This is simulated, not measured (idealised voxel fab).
The name of this process module is voxel gate over fins.
Displayed cross-section: cut, width of 280 nm, square cells sized 5 nm.
How to read a cross-section here: the picture is a grid of square cells, written as bands going from the top down, and any band can span one or more rows of cells. Basically the band line says how high the top is and how high the bottom is, in nm, and then what's in it from left to right, every material with its width in nm. Empty space shows up as "air", and if a single material carries "edge to edge" it runs the full band edge to edge. A quick word on heights: they are counted from 0, and under that level the wafer as it came to us is one material throughout. The lowest band is different from the rest in having no bottom; it simply continues downward, written as in "0..down". A two-number width, for instance "30->40", indicates that the width is equal to the first number in the top row of the band and to the second number in the bottom row, and that it changes by a constant amount per row of cells. For the purposes of this document, the phrase "no alteration" attached to a step denotes that no cell within the cross-section was modified by that step. "Closed void inventory" - sealed voids, min. 8 cells, no opening to top; format: width x height at distance (distance from left edge; nm throughout). It should be noted that, on the line of a given step, the content following the step's settings is a remark produced by the simulator itself with respect to that step. The line of a step may include "overlay nm". On a step with a mask, this value is how far to the right of its planned place the mask lay. A negative value means the mask lay to the left. Read the rest as pairs. Take the cross-section before one process step, then the cross-section after it, which shows only down to the lowest band that changed. Under the pair, find the step between them and its settings. Bear in mind that pairs may come from different runs of this module on the same starting wafer: link a pair to the pair above it only where its entry headed "Preceding state" says to.

[Preceding state]
15..10  SiO2 edge to edge
10..0  50 nm SiO2 / 15 nm SiN / 40 nm SiO2 / 15 nm SiN / 40 nm SiO2 / 15 nm SiN / 40 nm SiO2 / 15 nm SiN / 50 nm SiO2
0..-20  50 nm SiO2 / 15 nm Si / 40 nm SiO2 / 15 nm Si / 40 nm SiO2 / 15 nm Si / 40 nm SiO2 / 15 nm Si / 50 nm SiO2
-20..-30  50 nm SiO2 / 15 nm Si / 10 nm SiO2 / 5 nm TiN / 10 nm Ru / 5 nm TiN / 10 nm SiO2 / 15 nm Si / 40 nm SiO2 / 15 nm Si / 40 nm SiO2 / 15 nm Si / 50 nm SiO2
-30..-35  50 nm SiO2 / 15 nm Si / 10 nm SiO2 / 20 nm TiN / 10 nm SiO2 / 15 nm Si / 40 nm SiO2 / 15 nm Si / 40 nm SiO2 / 15 nm Si / 50 nm SiO2
-35..-40  50 nm SiO2 / 15 nm Si / 40 nm SiO2 / 15 nm Si / 40 nm SiO2 / 15 nm Si / 40 nm SiO2 / 15 nm Si / 50 nm SiO2
-40..down  Si edge to edge
Closed void inventory: none

[Post-Step Geometry]
10..0  50 nm SiO2 / 15 nm SiN / 40 nm SiO2 / 15 nm SiN / 40 nm SiO2 / 15 nm SiN / 40 nm SiO2 / 15 nm SiN / 50 nm SiO2
Everything below 0 is unchanged.
Closed void inventory: none
Going from one cross-section above to the next, the wafer undergoes CMP (height nm 10)

Preceding state: The pre-step condition corresponds to the post-step cross-section depicted in the pair directly above.

[Post-Step Geometry]
10..0  50 nm air / 15 nm SiN / 40 nm air / 15 nm SiN / 40 nm air / 15 nm SiN / 40 nm air / 15 nm SiN / 50 nm air
0..-15  50 nm air / 15 nm Si / 40 nm air / 15 nm Si / 40 nm air / 15 nm Si / 40 nm air / 15 nm Si / 50 nm air
Everything below -15 is unchanged.
Closed void inventory: none
Going from one cross-section above to the next, the wafer undergoes SELECTIVE_ETCH (etch materials SiO2; depth nm 25)

Preceding state: The pre-step condition corresponds to the post-step cross-section depicted in the pair directly above.

[Post-Step Geometry]
0..-15  50 nm air / 15 nm Si / 40 nm air / 15 nm Si / 40 nm air / 15 nm Si / 40 nm air / 15 nm Si / 50 nm air
Everything below -15 is unchanged.
Closed void inventory: none
Going from one cross-section above to the next, the wafer undergoes STRIP (etch materials SiN)

Preceding state: The pre-step condition corresponds to the post-step cross-section depicted in the pair directly above.

[Post-Step Geometry]
5..0  45 nm air / 25 nm HfO2 / 30 nm air / 25 nm HfO2 / 30 nm air / 25 nm HfO2 / 30 nm air / 25 nm HfO2 / 45 nm air
0..-10  45 nm air / 5 nm HfO2 / 15 nm Si / 5 nm HfO2 / 30 nm air / 5 nm HfO2 / 15 nm Si / 5 nm HfO2 / 30 nm air / 5 nm HfO2 / 15 nm Si / 5 nm HfO2 / 30 nm air / 5 nm HfO2 / 15 nm Si / 5 nm HfO2 / 45 nm air
-10..-15  50 nm HfO2 / 15 nm Si / 40 nm HfO2 / 15 nm Si / 40 nm HfO2 / 15 nm Si / 40 nm HfO2 / 15 nm Si / 50 nm HfO2
Everything below -15 is unchanged.
Closed void inventory: none
Going from one cross-section above to the next, the wafer undergoes CONFORMAL_DEP (material HfO2; thk nm 5)

Preceding state: The pre-step condition corresponds to the post-step cross-section depicted in the pair directly above.

[Post-Step Geometry]
10..5  40 nm air / 35 nm TiN / 20 nm air / 35 nm TiN / 20 nm air / 35 nm TiN / 20 nm air / 35 nm TiN / 40 nm air
5..0  40 nm air / 5 nm TiN / 25 nm HfO2 / 5 nm TiN / 20 nm air / 5 nm TiN / 25 nm HfO2 / 5 nm TiN / 20 nm air / 5 nm TiN / 25 nm HfO2 / 5 nm TiN / 20 nm air / 5 nm TiN / 25 nm HfO2 / 5 nm TiN / 40 nm air
0..-5  40 nm air / 5 nm TiN / 5 nm HfO2 / 15 nm Si / 5 nm HfO2 / 5 nm TiN / 20 nm air / 5 nm TiN / 5 nm HfO2 / 15 nm Si / 5 nm HfO2 / 5 nm TiN / 20 nm air / 5 nm TiN / 5 nm HfO2 / 15 nm Si / 5 nm HfO2 / 5 nm TiN / 20 nm air / 5 nm TiN / 5 nm HfO2 / 15 nm Si / 5 nm HfO2 / 5 nm TiN / 40 nm air
-5..-10  45 nm TiN / 5 nm HfO2 / 15 nm Si / 5 nm HfO2 / 30 nm TiN / 5 nm HfO2 / 15 nm Si / 5 nm HfO2 / 30 nm TiN / 5 nm HfO2 / 15 nm Si / 5 nm HfO2 / 30 nm TiN / 5 nm HfO2 / 15 nm Si / 5 nm HfO2 / 45 nm TiN
Everything below -10 is unchanged.
Closed void inventory: none
Going from one cross-section above to the next, the wafer undergoes CONFORMAL_DEP (material TiN; thk nm 5)

Preceding state: The pre-step condition corresponds to the post-step cross-section depicted in the pair directly above.

[Post-Step Geometry]
15..10  35 nm air / 45 nm TiAl / 10 nm air / 45 nm TiAl / 10 nm air / 45 nm TiAl / 10 nm air / 45 nm TiAl / 35 nm air
10..5  35 nm air / 5 nm TiAl / 35 nm TiN / 5 nm TiAl / 10 nm air / 5 nm TiAl / 35 nm TiN / 5 nm TiAl / 10 nm air / 5 nm TiAl / 35 nm TiN / 5 nm TiAl / 10 nm air / 5 nm TiAl / 35 nm TiN / 5 nm TiAl / 35 nm air
5..0  35 nm air / 5 nm TiAl / 5 nm TiN / 25 nm HfO2 / 5 nm TiN / 5 nm TiAl / 10 nm air / 5 nm TiAl / 5 nm TiN / 25 nm HfO2 / 5 nm TiN / 5 nm TiAl / 10 nm air / 5 nm TiAl / 5 nm TiN / 25 nm HfO2 / 5 nm TiN / 5 nm TiAl / 10 nm air / 5 nm TiAl / 5 nm TiN / 25 nm HfO2 / 5 nm TiN / 5 nm TiAl / 35 nm air
0..-5  40 nm TiAl / 5 nm TiN / 5 nm HfO2 / 15 nm Si / 5 nm HfO2 / 5 nm TiN / 20 nm TiAl / 5 nm TiN / 5 nm HfO2 / 15 nm Si / 5 nm HfO2 / 5 nm TiN / 20 nm TiAl / 5 nm TiN / 5 nm HfO2 / 15 nm Si / 5 nm HfO2 / 5 nm TiN / 20 nm TiAl / 5 nm TiN / 5 nm HfO2 / 15 nm Si / 5 nm HfO2 / 5 nm TiN / 40 nm TiAl
Everything below -5 is unchanged.
Closed void inventory: none
Going from one cross-section above to the next, the wafer undergoes CONFORMAL_DEP (material TiAl; thk nm 5)

Preceding state: The pre-step condition corresponds to the post-step cross-section depicted in the pair directly above.

[Post-Step Geometry]
20..15  30 nm air / 220 nm TiN / 30 nm air
15..10  30 nm air / 5 nm TiN / 45 nm TiAl / 10 nm TiN / 45 nm TiAl / 10 nm TiN / 45 nm TiAl / 10 nm TiN / 45 nm TiAl / 5 nm TiN / 30 nm air
10..5  30 nm air / 5 nm TiN / 5 nm TiAl / 35 nm TiN / 5 nm TiAl / 10 nm TiN / 5 nm TiAl / 35 nm TiN / 5 nm TiAl / 10 nm TiN / 5 nm TiAl / 35 nm TiN / 5 nm TiAl / 10 nm TiN / 5 nm TiAl / 35 nm TiN / 5 nm TiAl / 5 nm TiN / 30 nm air
5..0  35 nm TiN / 5 nm TiAl / 5 nm TiN / 25 nm HfO2 / 5 nm TiN / 5 nm TiAl / 10 nm TiN / 5 nm TiAl / 5 nm TiN / 25 nm HfO2 / 5 nm TiN / 5 nm TiAl / 10 nm TiN / 5 nm TiAl / 5 nm TiN / 25 nm HfO2 / 5 nm TiN / 5 nm TiAl / 10 nm TiN / 5 nm TiAl / 5 nm TiN / 25 nm HfO2 / 5 nm TiN / 5 nm TiAl / 35 nm TiN
Everything below 0 is unchanged.
Closed void inventory: none
Going from one cross-section above to the next, the wafer undergoes CONFORMAL_DEP (material TiN; thk nm 5)

Preceding state: The pre-step condition corresponds to the post-step cross-section depicted in the pair directly above.

[Post-Step Geometry]
35..20  W edge to edge
20..15  30 nm W / 220 nm TiN / 30 nm W
15..10  30 nm W / 5 nm TiN / 45 nm TiAl / 10 nm TiN / 45 nm TiAl / 10 nm TiN / 45 nm TiAl / 10 nm TiN / 45 nm TiAl / 5 nm TiN / 30 nm W
10..5  30 nm W / 5 nm TiN / 5 nm TiAl / 35 nm TiN / 5 nm TiAl / 10 nm TiN / 5 nm TiAl / 35 nm TiN / 5 nm TiAl / 10 nm TiN / 5 nm TiAl / 35 nm TiN / 5 nm TiAl / 10 nm TiN / 5 nm TiAl / 35 nm TiN / 5 nm TiAl / 5 nm TiN / 30 nm W
Everything below 5 is unchanged.
Closed void inventory: none
Going from one cross-section above to the next, the wafer undergoes FILL_DEP (material W; thk nm 15)

Preceding state: The pre-step condition corresponds to the post-step cross-section depicted in the pair directly above.

[Post-Step Geometry]
30..20  W edge to edge
Everything below 20 is unchanged.
Closed void inventory: none
Going from one cross-section above to the next, the wafer undergoes CMP (height nm 30)

Preceding state: The pre-step condition corresponds to the post-step cross-section depicted in the pair directly above.

[Post-Step Geometry]
40..30  SiN edge to edge
Everything below 30 is unchanged.
Closed void inventory: none
Going from one cross-section above to the next, the wafer undergoes CONFORMAL_DEP (material SiN; thk nm 10)

[Preceding state]
20..10  aC edge to edge
10..0  50 nm SiO2 / 15 nm SiN / 40 nm SiO2 / 15 nm SiN / 40 nm SiO2 / 15 nm SiN / 40 nm SiO2 / 15 nm SiN / 50 nm SiO2
0..-40  50 nm SiO2 / 15 nm Si / 40 nm SiO2 / 15 nm Si / 40 nm SiO2 / 15 nm Si / 40 nm SiO2 / 15 nm Si / 50 nm SiO2
-40..down  Si edge to edge
Closed void inventory: none

[Post-Step Geometry]
45..20  85 nm resist / 15 nm air / 180 nm resist
Everything below 20 is unchanged.
Closed void inventory: none
Going from one cross-section above to the next, the wafer undergoes PATTERN (tone open; mask id RAIL; material resist; width nm 15; thk nm 25; overlay nm 10)

Preceding state: The pre-step condition corresponds to the post-step cross-section depicted in the pair directly above.

[Post-Step Geometry]
35..20  85 nm resist / 15 nm air / 180 nm resist
20..10  85 nm aC / 15 nm air / 180 nm aC
Everything below 10 is unchanged.
Closed void inventory: none
Going from one cross-section above to the next, the wafer undergoes DIRECTIONAL_ETCH (etch materials aC; depth nm 10)

Preceding state: The pre-step condition corresponds to the post-step cross-section depicted in the pair directly above.

[Post-Step Geometry]
20..10  85 nm aC / 15 nm air / 180 nm aC
Everything below 10 is unchanged.
Closed void inventory: none
Going from one cross-section above to the next, the wafer undergoes STRIP (etch materials resist)

Preceding state: The pre-step condition corresponds to the post-step cross-section depicted in the pair directly above.

[Post-Step Geometry]
20..10  85 nm aC / 15 nm air / 180 nm aC
10..0  50 nm SiO2 / 15 nm SiN / 20 nm SiO2 / 15 nm air / 5 nm SiO2 / 15 nm SiN / 40 nm SiO2 / 15 nm SiN / 40 nm SiO2 / 15 nm SiN / 50 nm SiO2
0..-35  50 nm SiO2 / 15 nm Si / 20 nm SiO2 / 15 nm air / 5 nm SiO2 / 15 nm Si / 40 nm SiO2 / 15 nm Si / 40 nm SiO2 / 15 nm Si / 50 nm SiO2
Everything below -35 is unchanged.
Closed void inventory: none
Going from one cross-section above to the next, the wafer undergoes DIRECTIONAL_ETCH (etch materials SiO2; depth nm 45)

Preceding state: The pre-step condition corresponds to the post-step cross-section depicted in the pair directly above.

[Post-Step Geometry]
10..0  50 nm SiO2 / 15 nm SiN / 20 nm SiO2 / 15 nm air / 5 nm SiO2 / 15 nm SiN / 40 nm SiO2 / 15 nm SiN / 40 nm SiO2 / 15 nm SiN / 50 nm SiO2
Everything below 0 is unchanged.
Closed void inventory: none
Going from one cross-section above to the next, the wafer undergoes STRIP (etch materials aC)

Preceding state: The pre-step condition corresponds to the post-step cross-section depicted in the pair directly above.

[Post-Step Geometry]
15..10  90 nm TiN / 5 nm air / 185 nm TiN
10..0  50 nm SiO2 / 15 nm SiN / 20 nm SiO2 / 5 nm TiN / 5 nm air / 5 nm TiN / 5 nm SiO2 / 15 nm SiN / 40 nm SiO2 / 15 nm SiN / 40 nm SiO2 / 15 nm SiN / 50 nm SiO2
0..-30  50 nm SiO2 / 15 nm Si / 20 nm SiO2 / 5 nm TiN / 5 nm air / 5 nm TiN / 5 nm SiO2 / 15 nm Si / 40 nm SiO2 / 15 nm Si / 40 nm SiO2 / 15 nm Si / 50 nm SiO2
-30..-35  50 nm SiO2 / 15 nm Si / 20 nm SiO2 / 15 nm TiN / 5 nm SiO2 / 15 nm Si / 40 nm SiO2 / 15 nm Si / 40 nm SiO2 / 15 nm Si / 50 nm SiO2
Everything below -35 is unchanged.
Closed void inventory: none
Going from one cross-section above to the next, the wafer undergoes CONFORMAL_DEP (material TiN; thk nm 5)

Preceding state: The pre-step condition corresponds to the post-step cross-section depicted in the pair directly above.

[Post-Step Geometry]
20..15  Ru edge to edge
15..10  90 nm TiN / 5 nm Ru / 185 nm TiN
10..0  50 nm SiO2 / 15 nm SiN / 20 nm SiO2 / 5 nm TiN / 5 nm Ru / 5 nm TiN / 5 nm SiO2 / 15 nm SiN / 40 nm SiO2 / 15 nm SiN / 40 nm SiO2 / 15 nm SiN / 50 nm SiO2
0..-30  50 nm SiO2 / 15 nm Si / 20 nm SiO2 / 5 nm TiN / 5 nm Ru / 5 nm TiN / 5 nm SiO2 / 15 nm Si / 40 nm SiO2 / 15 nm Si / 40 nm SiO2 / 15 nm Si / 50 nm SiO2
Everything below -30 is unchanged.
Closed void inventory: none
Going from one cross-section above to the next, the wafer undergoes FILL_DEP (material Ru; thk nm 5)

Preceding state: The pre-step condition corresponds to the post-step cross-section depicted in the pair directly above.

[Post-Step Geometry]
10..0  50 nm SiO2 / 15 nm SiN / 20 nm SiO2 / 5 nm TiN / 5 nm Ru / 5 nm TiN / 5 nm SiO2 / 15 nm SiN / 40 nm SiO2 / 15 nm SiN / 40 nm SiO2 / 15 nm SiN / 50 nm SiO2
Everything below 0 is unchanged.
Closed void inventory: none
Going from one cross-section above to the next, the wafer undergoes CMP (height nm 10)

Preceding state: The pre-step condition corresponds to the post-step cross-section depicted in the pair directly above.

[Post-Step Geometry]
10..0  50 nm SiO2 / 15 nm SiN / 20 nm SiO2 / 15 nm air / 5 nm SiO2 / 15 nm SiN / 40 nm SiO2 / 15 nm SiN / 40 nm SiO2 / 15 nm SiN / 50 nm SiO2
0..-20  50 nm SiO2 / 15 nm Si / 20 nm SiO2 / 15 nm air / 5 nm SiO2 / 15 nm Si / 40 nm SiO2 / 15 nm Si / 40 nm SiO2 / 15 nm Si / 50 nm SiO2
Everything below -20 is unchanged.
Closed void inventory: none
Going from one cross-section above to the next, the wafer undergoes SELECTIVE_ETCH (etch materials W Ru TiN; depth nm 30)

Preceding state: The pre-step condition corresponds to the post-step cross-section depicted in the pair directly above.

[Post-Step Geometry]
15..10  SiO2 edge to edge
10..0  50 nm SiO2 / 15 nm SiN / 40 nm SiO2 / 15 nm SiN / 40 nm SiO2 / 15 nm SiN / 40 nm SiO2 / 15 nm SiN / 50 nm SiO2
0..-20  50 nm SiO2 / 15 nm Si / 40 nm SiO2 / 15 nm Si / 40 nm SiO2 / 15 nm Si / 40 nm SiO2 / 15 nm Si / 50 nm SiO2
Everything below -20 is unchanged.
Closed void inventory: none
Going from one cross-section above to the next, the wafer undergoes FILL_DEP (material SiO2; thk nm 5)

Preceding state: The pre-step condition corresponds to the post-step cross-section depicted in the pair directly above.

[Post-Step Geometry]
10..0  50 nm SiO2 / 15 nm SiN / 40 nm SiO2 / 15 nm SiN / 40 nm SiO2 / 15 nm SiN / 40 nm SiO2 / 15 nm SiN / 50 nm SiO2
Everything below 0 is unchanged.
Closed void inventory: none
Going from one cross-section above to the next, the wafer undergoes CMP (height nm 10)

Preceding state: The pre-step condition corresponds to the post-step cross-section depicted in the pair directly above.

[Post-Step Geometry]
10..0  50 nm air / 15 nm SiN / 40 nm air / 15 nm SiN / 40 nm air / 15 nm SiN / 40 nm air / 15 nm SiN / 50 nm air
0..-15  50 nm air / 15 nm Si / 40 nm air / 15 nm Si / 40 nm air / 15 nm Si / 40 nm air / 15 nm Si / 50 nm air
Everything below -15 is unchanged.
Closed void inventory: none
Going from one cross-section above to the next, the wafer undergoes SELECTIVE_ETCH (etch materials SiO2; depth nm 25)

Preceding state: The pre-step condition corresponds to the post-step cross-section depicted in the pair directly above.

[Post-Step Geometry]
0..-15  50 nm air / 15 nm Si / 40 nm air / 15 nm Si / 40 nm air / 15 nm Si / 40 nm air / 15 nm Si / 50 nm air
Everything below -15 is unchanged.
Closed void inventory: none
Going from one cross-section above to the next, the wafer undergoes STRIP (etch materials SiN)

Preceding state: The pre-step condition corresponds to the post-step cross-section depicted in the pair directly above.

[Post-Step Geometry]
5..0  45 nm air / 25 nm HfO2 / 30 nm air / 25 nm HfO2 / 30 nm air / 25 nm HfO2 / 30 nm air / 25 nm HfO2 / 45 nm air
0..-10  45 nm air / 5 nm HfO2 / 15 nm Si / 5 nm HfO2 / 30 nm air / 5 nm HfO2 / 15 nm Si / 5 nm HfO2 / 30 nm air / 5 nm HfO2 / 15 nm Si / 5 nm HfO2 / 30 nm air / 5 nm HfO2 / 15 nm Si / 5 nm HfO2 / 45 nm air
-10..-15  50 nm HfO2 / 15 nm Si / 40 nm HfO2 / 15 nm Si / 40 nm HfO2 / 15 nm Si / 40 nm HfO2 / 15 nm Si / 50 nm HfO2
Everything below -15 is unchanged.
Closed void inventory: none
Going from one cross-section above to the next, the wafer undergoes CONFORMAL_DEP (material HfO2; thk nm 5)

Preceding state: The pre-step condition corresponds to the post-step cross-section depicted in the pair directly above.

[Post-Step Geometry]
10..5  40 nm air / 35 nm TiN / 20 nm air / 35 nm TiN / 20 nm air / 35 nm TiN / 20 nm air / 35 nm TiN / 40 nm air
5..0  40 nm air / 5 nm TiN / 25 nm HfO2 / 5 nm TiN / 20 nm air / 5 nm TiN / 25 nm HfO2 / 5 nm TiN / 20 nm air / 5 nm TiN / 25 nm HfO2 / 5 nm TiN / 20 nm air / 5 nm TiN / 25 nm HfO2 / 5 nm TiN / 40 nm air
0..-5  40 nm air / 5 nm TiN / 5 nm HfO2 / 15 nm Si / 5 nm HfO2 / 5 nm TiN / 20 nm air / 5 nm TiN / 5 nm HfO2 / 15 nm Si / 5 nm HfO2 / 5 nm TiN / 20 nm air / 5 nm TiN / 5 nm HfO2 / 15 nm Si / 5 nm HfO2 / 5 nm TiN / 20 nm air / 5 nm TiN / 5 nm HfO2 / 15 nm Si / 5 nm HfO2 / 5 nm TiN / 40 nm air
-5..-10  45 nm TiN / 5 nm HfO2 / 15 nm Si / 5 nm HfO2 / 30 nm TiN / 5 nm HfO2 / 15 nm Si / 5 nm HfO2 / 30 nm TiN / 5 nm HfO2 / 15 nm Si / 5 nm HfO2 / 30 nm TiN / 5 nm HfO2 / 15 nm Si / 5 nm HfO2 / 45 nm TiN
Everything below -10 is unchanged.
Closed void inventory: none
Going from one cross-section above to the next, the wafer undergoes CONFORMAL_DEP (material TiN; thk nm 5)

Preceding state: The pre-step condition corresponds to the post-step cross-section depicted in the pair directly above.

[Post-Step Geometry]
15..10  35 nm air / 45 nm TiAl / 10 nm air / 45 nm TiAl / 10 nm air / 45 nm TiAl / 10 nm air / 45 nm TiAl / 35 nm air
10..5  35 nm air / 5 nm TiAl / 35 nm TiN / 5 nm TiAl / 10 nm air / 5 nm TiAl / 35 nm TiN / 5 nm TiAl / 10 nm air / 5 nm TiAl / 35 nm TiN / 5 nm TiAl / 10 nm air / 5 nm TiAl / 35 nm TiN / 5 nm TiAl / 35 nm air
5..0  35 nm air / 5 nm TiAl / 5 nm TiN / 25 nm HfO2 / 5 nm TiN / 5 nm TiAl / 10 nm air / 5 nm TiAl / 5 nm TiN / 25 nm HfO2 / 5 nm TiN / 5 nm TiAl / 10 nm air / 5 nm TiAl / 5 nm TiN / 25 nm HfO2 / 5 nm TiN / 5 nm TiAl / 10 nm air / 5 nm TiAl / 5 nm TiN / 25 nm HfO2 / 5 nm TiN / 5 nm TiAl / 35 nm air
0..-5  40 nm TiAl / 5 nm TiN / 5 nm HfO2 / 15 nm Si / 5 nm HfO2 / 5 nm TiN / 20 nm TiAl / 5 nm TiN / 5 nm HfO2 / 15 nm Si / 5 nm HfO2 / 5 nm TiN / 20 nm TiAl / 5 nm TiN / 5 nm HfO2 / 15 nm Si / 5 nm HfO2 / 5 nm TiN / 20 nm TiAl / 5 nm TiN / 5 nm HfO2 / 15 nm Si / 5 nm HfO2 / 5 nm TiN / 40 nm TiAl
Everything below -5 is unchanged.
Closed void inventory: none
Going from one cross-section above to the next, the wafer undergoes CONFORMAL_DEP (material TiAl; thk nm 5)

Preceding state: The pre-step condition corresponds to the post-step cross-section depicted in the pair directly above.

[Post-Step Geometry]
20..15  30 nm air / 220 nm TiN / 30 nm air
15..10  30 nm air / 5 nm TiN / 45 nm TiAl / 10 nm TiN / 45 nm TiAl / 10 nm TiN / 45 nm TiAl / 10 nm TiN / 45 nm TiAl / 5 nm TiN / 30 nm air
10..5  30 nm air / 5 nm TiN / 5 nm TiAl / 35 nm TiN / 5 nm TiAl / 10 nm TiN / 5 nm TiAl / 35 nm TiN / 5 nm TiAl / 10 nm TiN / 5 nm TiAl / 35 nm TiN / 5 nm TiAl / 10 nm TiN / 5 nm TiAl / 35 nm TiN / 5 nm TiAl / 5 nm TiN / 30 nm air
5..0  35 nm TiN / 5 nm TiAl / 5 nm TiN / 25 nm HfO2 / 5 nm TiN / 5 nm TiAl / 10 nm TiN / 5 nm TiAl / 5 nm TiN / 25 nm HfO2 / 5 nm TiN / 5 nm TiAl / 10 nm TiN / 5 nm TiAl / 5 nm TiN / 25 nm HfO2 / 5 nm TiN / 5 nm TiAl / 10 nm TiN / 5 nm TiAl / 5 nm TiN / 25 nm HfO2 / 5 nm TiN / 5 nm TiAl / 35 nm TiN
Everything below 0 is unchanged.
Closed void inventory: none
Going from one cross-section above to the next, the wafer undergoes CONFORMAL_DEP (material TiN; thk nm 5)

Preceding state: The pre-step condition corresponds to the post-step cross-section depicted in the pair directly above.

[Post-Step Geometry]
35..20  W edge to edge
20..15  30 nm W / 220 nm TiN / 30 nm W
15..10  30 nm W / 5 nm TiN / 45 nm TiAl / 10 nm TiN / 45 nm TiAl / 10 nm TiN / 45 nm TiAl / 10 nm TiN / 45 nm TiAl / 5 nm TiN / 30 nm W
10..5  30 nm W / 5 nm TiN / 5 nm TiAl / 35 nm TiN / 5 nm TiAl / 10 nm TiN / 5 nm TiAl / 35 nm TiN / 5 nm TiAl / 10 nm TiN / 5 nm TiAl / 35 nm TiN / 5 nm TiAl / 10 nm TiN / 5 nm TiAl / 35 nm TiN / 5 nm TiAl / 5 nm TiN / 30 nm W
Everything below 5 is unchanged.
Closed void inventory: none
Going from one cross-section above to the next, the wafer undergoes FILL_DEP (material W; thk nm 15)

Preceding state: The pre-step condition corresponds to the post-step cross-section depicted in the pair directly above.

[Post-Step Geometry]
30..20  W edge to edge
Everything below 20 is unchanged.
Closed void inventory: none
Going from one cross-section above to the next, the wafer undergoes CMP (height nm 30)

Preceding state: The pre-step condition corresponds to the post-step cross-section depicted in the pair directly above.

[Post-Step Geometry]
40..30  SiN edge to edge
Everything below 30 is unchanged.
Closed void inventory: none
Going from one cross-section above to the next, the wafer undergoes CONFORMAL_DEP (material SiN; thk nm 10)

[Preceding state]
20..15  30 nm air / 220 nm TiN / 30 nm air
15..10  30 nm air / 5 nm TiN / 45 nm TiAl / 10 nm TiN / 45 nm TiAl / 10 nm TiN / 45 nm TiAl / 10 nm TiN / 45 nm TiAl / 5 nm TiN / 30 nm air
10..5  30 nm air / 5 nm TiN / 5 nm TiAl / 35 nm TiN / 5 nm TiAl / 10 nm TiN / 5 nm TiAl / 35 nm TiN / 5 nm TiAl / 10 nm TiN / 5 nm TiAl / 35 nm TiN / 5 nm TiAl / 10 nm TiN / 5 nm TiAl / 35 nm TiN / 5 nm TiAl / 5 nm TiN / 30 nm air
5..0  35 nm TiN / 5 nm TiAl / 5 nm TiN / 25 nm HfO2 / 5 nm TiN / 5 nm TiAl / 10 nm TiN / 5 nm TiAl / 5 nm TiN / 25 nm HfO2 / 5 nm TiN / 5 nm TiAl / 10 nm TiN / 5 nm TiAl / 5 nm TiN / 25 nm HfO2 / 5 nm TiN / 5 nm TiAl / 10 nm TiN / 5 nm TiAl / 5 nm TiN / 25 nm HfO2 / 5 nm TiN / 5 nm TiAl / 35 nm TiN
0..-5  40 nm TiAl / 5 nm TiN / 5 nm HfO2 / 15 nm Si / 5 nm HfO2 / 5 nm TiN / 20 nm TiAl / 5 nm TiN / 5 nm HfO2 / 15 nm Si / 5 nm HfO2 / 5 nm TiN / 20 nm TiAl / 5 nm TiN / 5 nm HfO2 / 15 nm Si / 5 nm HfO2 / 5 nm TiN / 20 nm TiAl / 5 nm TiN / 5 nm HfO2 / 15 nm Si / 5 nm HfO2 / 5 nm TiN / 40 nm TiAl
-5..-10  45 nm TiN / 5 nm HfO2 / 15 nm Si / 5 nm HfO2 / 30 nm TiN / 5 nm HfO2 / 15 nm Si / 5 nm HfO2 / 30 nm TiN / 5 nm HfO2 / 15 nm Si / 5 nm HfO2 / 30 nm TiN / 5 nm HfO2 / 15 nm Si / 5 nm HfO2 / 45 nm TiN
-10..-15  50 nm HfO2 / 15 nm Si / 40 nm HfO2 / 15 nm Si / 40 nm HfO2 / 15 nm Si / 40 nm HfO2 / 15 nm Si / 50 nm HfO2
-15..-20  50 nm SiO2 / 15 nm Si / 40 nm SiO2 / 15 nm Si / 40 nm SiO2 / 15 nm Si / 40 nm SiO2 / 15 nm Si / 50 nm SiO2
-20..-30  50 nm SiO2 / 15 nm Si / 10 nm SiO2 / 5 nm TiN / 5 nm Ru / 5 nm TiN / 15 nm SiO2 / 15 nm Si / 40 nm SiO2 / 15 nm Si / 40 nm SiO2 / 15 nm Si / 50 nm SiO2
-30..-35  50 nm SiO2 / 15 nm Si / 10 nm SiO2 / 15 nm TiN / 15 nm SiO2 / 15 nm Si / 40 nm SiO2 / 15 nm Si / 40 nm SiO2 / 15 nm Si / 50 nm SiO2
-35..-40  50 nm SiO2 / 15 nm Si / 40 nm SiO2 / 15 nm Si / 40 nm SiO2 / 15 nm Si / 40 nm SiO2 / 15 nm Si / 50 nm SiO2
-40..down  Si edge to edge
Closed void inventory: none

[Post-Step Geometry]
35..20  TiAl edge to edge
20..15  30 nm TiAl / 220 nm TiN / 30 nm TiAl
15..10  30 nm TiAl / 5 nm TiN / 45 nm TiAl / 10 nm TiN / 45 nm TiAl / 10 nm TiN / 45 nm TiAl / 10 nm TiN / 45 nm TiAl / 5 nm TiN / 30 nm TiAl
10..5  30 nm TiAl / 5 nm TiN / 5 nm TiAl / 35 nm TiN / 5 nm TiAl / 10 nm TiN / 5 nm TiAl / 35 nm TiN / 5 nm TiAl / 10 nm TiN / 5 nm TiAl / 35 nm TiN / 5 nm TiAl / 10 nm TiN / 5 nm TiAl / 35 nm TiN / 5 nm TiAl / 5 nm TiN / 30 nm TiAl
Everything below 5 is unchanged.
Closed void inventory: none
Going from one cross-section above to the next, the wafer undergoes FILL_DEP (material TiAl; thk nm 15)

Preceding state: The pre-step condition corresponds to the post-step cross-section depicted in the pair directly above.

[Post-Step Geometry]
30..20  TiAl edge to edge
Everything below 20 is unchanged.
Closed void inventory: none
Going from one cross-section above to the next, the wafer undergoes CMP (height nm 30)

Preceding state: The pre-step condition corresponds to the post-step cross-section depicted in the pair directly above.

[Post-Step Geometry]
40..30  SiN edge to edge
Everything below 30 is unchanged.
Closed void inventory: none
Going from one cross-section above to the next, the wafer undergoes CONFORMAL_DEP (material SiN; thk nm 10)

[Preceding state]
20..10  aC edge to edge
10..0  50 nm SiO2 / 15 nm SiN / 40 nm SiO2 / 15 nm SiN / 40 nm SiO2 / 15 nm SiN / 40 nm SiO2 / 15 nm SiN / 50 nm SiO2
0..-40  50 nm SiO2 / 15 nm Si / 40 nm SiO2 / 15 nm Si / 40 nm SiO2 / 15 nm Si / 40 nm SiO2 / 15 nm Si / 50 nm SiO2
-40..down  Si edge to edge
Closed void inventory: none

[Post-Step Geometry]
45..20  75 nm air / 15 nm resist / 190 nm air
Everything below 20 is unchanged.
Closed void inventory: none
Going from one cross-section above to the next, the wafer undergoes PATTERN (tone cover; mask id RAIL; material resist; width nm 15; thk nm 25; overlay nm 0)

Preceding state: The pre-step condition corresponds to the post-step cross-section depicted in the pair directly above.

[Post-Step Geometry]
35..20  75 nm air / 15 nm resist / 190 nm air
20..10  75 nm air / 15 nm aC / 190 nm air
Everything below 10 is unchanged.
Closed void inventory: none
Going from one cross-section above to the next, the wafer undergoes DIRECTIONAL_ETCH (etch materials aC; depth nm 10)

Preceding state: The pre-step condition corresponds to the post-step cross-section depicted in the pair directly above.

[Post-Step Geometry]
20..10  75 nm air / 15 nm aC / 190 nm air
Everything below 10 is unchanged.
Closed void inventory: none
Going from one cross-section above to the next, the wafer undergoes STRIP (etch materials resist)
